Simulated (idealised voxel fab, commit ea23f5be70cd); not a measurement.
Proc. module: voxel transistor to metal
Pictured: cross-section cut, 160 nm wide, on a grid of 5 nm square cells.
If you're reading a cross-section in this doc, picture square cells in a grid; it comes to you as bands, top ones listed first down to the bottom, and a band can be one or more rows of cells.
It is stipulated that each band's entry specify, in nanometres, the height of the top of the band and then that of its bottom, followed by the materials of the band in left-to-right sequence, each together with its width in nanometres. A single material marked by the word "full width" is understood to fill the band from edge to edge; the word "air" is understood to denote empty space.
Below 0: as-received wafer, all one material; heights counted from there. Lowest band: no bottom, goes on down, written "top 0, no bottom".
Per-row width for "30 to 40": begins at first number (top row of band), ends at second number (bottom row), increment between rows held constant.
No cell of the cross-section changed in a step that is given as "nothing got changed".
"Sealed internal cavities" enumerates empty spaces isolated from the top, with no open way to it, that contain at least 8 cells, giving each as width x height at distance from the left edge, all three in nm.
Read whatever lies past the settings on a step's line as the simulator's own remark about the step.
For masked steps, "overlay nm" on the step line gives how far right of plan the mask actually lay; a minus sign means it lay to the left.
### plan
| 1 | RECEIVE with material Si |
| 2 | OXIDIZE with depth nm 5 |
| 3 | CONFORMAL_DEP with material SiN, thk nm 15 |
| 4 | DIRECTIONAL_DEP with material aC, thk nm 10 |
| 5 | PATTERN with tone cover, mask id ACTIVE, material resist, width nm 125, thk nm 30, overlay nm 0 |
| 6 | DIRECTIONAL_ETCH with etch materials aC, depth nm 10 |
| 7 | STRIP with etch materials resist |
| 8 | DIRECTIONAL_ETCH with etch materials SiN, depth nm 15 |
| 9 | DIRECTIONAL_ETCH with etch materials SiO2, depth nm 5 |
| 10 | DIRECTIONAL_ETCH with etch materials Si, depth nm 30 |
| 11 | STRIP with etch materials aC |
| 12 | OXIDIZE with depth nm 5 |
| 13 | FILL_DEP with material SiO2, thk nm 15 |
| 14 | CMP with height nm 15 |
| 15 | SELECTIVE_ETCH with etch materials SiO2, depth nm 10 |
| 16 | STRIP with etch materials SiN |
| 17 | SELECTIVE_ETCH with etch materials SiO2, depth nm 5 |
| 18 | OXIDIZE with depth nm 5 |
| 19 | DIRECTIONAL_DEP with material polySi, thk nm 20 |
| 20 | DIRECTIONAL_DEP with material SiCN, thk nm 10 |
| 21 | DIRECTIONAL_DEP with material aC, thk nm 10 |
| 22 | PATTERN with tone cover, mask id GATE, material resist, width nm 25, thk nm 30, overlay nm 0 |
| 23 | DIRECTIONAL_ETCH with etch materials aC, depth nm 10 |
| 24 | STRIP with etch materials resist |
| 25 | DIRECTIONAL_ETCH with etch materials SiCN, depth nm 20 |
| 26 | DIRECTIONAL_ETCH with etch materials polySi, depth nm 30 |
| 27 | STRIP with etch materials aC |
| 28 | CONFORMAL_DEP with material SiO2, thk nm 5 |
| 29 | DIRECTIONAL_ETCH with etch materials SiO2, depth nm 5 |
| 30 | CONFORMAL_DEP with material SiN, thk nm 5 |
| 31 | DIRECTIONAL_ETCH with etch materials SiN, depth nm 5 |
| 32 | DIRECTIONAL_ETCH with etch materials SiO2, depth nm 5 |
| 33 | DIRECTIONAL_ETCH with etch materials Si, depth nm 5 |
| 34 | EPI with material nSi, thk nm 5 |
| 35 | FILL_DEP with material SiO2, thk nm 10 |
| 36 | CMP with height nm 25 |
| 37 | DIRECTIONAL_DEP with material SiO2, thk nm 15 |
| 38 | MASKED_ETCH with tone open, mask id CONTACT, width nm 20, pitch nm 85, etch materials SiO2, depth nm 50, overlay nm 0 |
| 39 | CONFORMAL_DEP with material TiN, thk nm 5 |
| 40 | FILL_DEP with material Ru, thk nm 5 |
| 41 | CMP with height nm 40 |
| 42 | DIRECTIONAL_DEP with material TiN, thk nm 5 |
| 43 | DIRECTIONAL_DEP with material Ru, thk nm 20 |
| 44 | PATTERN with tone cover, mask id METAL_1, material resist, width nm 20, pitch nm 85, thk nm 20, overlay nm 0 |
| 45 | DIRECTIONAL_ETCH with etch materials Ru, depth nm 20 |
| 46 | DIRECTIONAL_ETCH with etch materials TiN, depth nm 5 |
| 47 | STRIP with etch materials resist |
| 48 | CONFORMAL_DEP with material SiN, thk nm 5 |
| 49 | FILL_DEP with material SiO2, thk nm 10 |
| 50 | CMP with height nm 65 |
| 51 | CONFORMAL_DEP with material SiCN, thk nm 5 |
### Cross-section of the wafer at receipt, which is the condition after step 1
    top 0, no bottom  Si full width
    Sealed internal cavities: none
### Here's the wafer cut in cross-section after the module, started and planned just like above, except one thing was done wrong in the run
    top 70, bottom 65  SiCN full width
    top 65, bottom 60  SiN=25 | TiN=20 | SiN=65 | TiN=20 | SiN=30
    top 60, bottom 40  Ru full width
    top 40, bottom 25  SiO2=25 | TiN=5 | Ru=10 | TiN=5 | SiO2=65 | TiN=5 | Ru=10 | TiN=5 | SiO2=30
    top 25, bottom 15  SiO2=25 | TiN=5 | Ru=10 | TiN=5 | SiO2=10 | SiN=5 | SiO2=5 | SiCN=25 | SiO2=5 | SiN=5 | SiO2=10 | TiN=5 | Ru=10 | TiN=5 | SiO2=30
    top 15, bottom 0  SiO2=25 | TiN=5 | Ru=10 | TiN=5 | SiO2=10 | SiN=5 | SiO2=5 | polySi=25 | SiO2=5 | SiN=5 | SiO2=10 | TiN=5 | Ru=10 | TiN=5 | SiO2=30
    top 0, bottom -5  SiO2=15 | SiN=5 | SiO2=5 | TiN=5 | Ru=10 | TiN=5 | SiO2=10 | SiN=5 | SiO2=5 | polySi=25 | SiO2=5 | SiN=5 | SiO2=10 | TiN=5 | Ru=10 | TiN=5 | SiO2=5 | SiN=5 | SiO2=20
    top -5, bottom -10  SiO2=25 | TiN=20 | SiO2=5 | nSi=5 | SiO2=45 | nSi=5 | SiO2=5 | TiN=20 | SiO2=30
    top -10, bottom -15  SiO2=20 | nSi=35 | Si=45 | nSi=35 | SiO2=25
    top -15, bottom -40  SiO2=20 | Si=115 | SiO2=25
    top -40, no bottom  Si full width
    Sealed internal cavities: none
So what did we get wrong on this run? order of steps 42 and 43 inverted relative to the plan
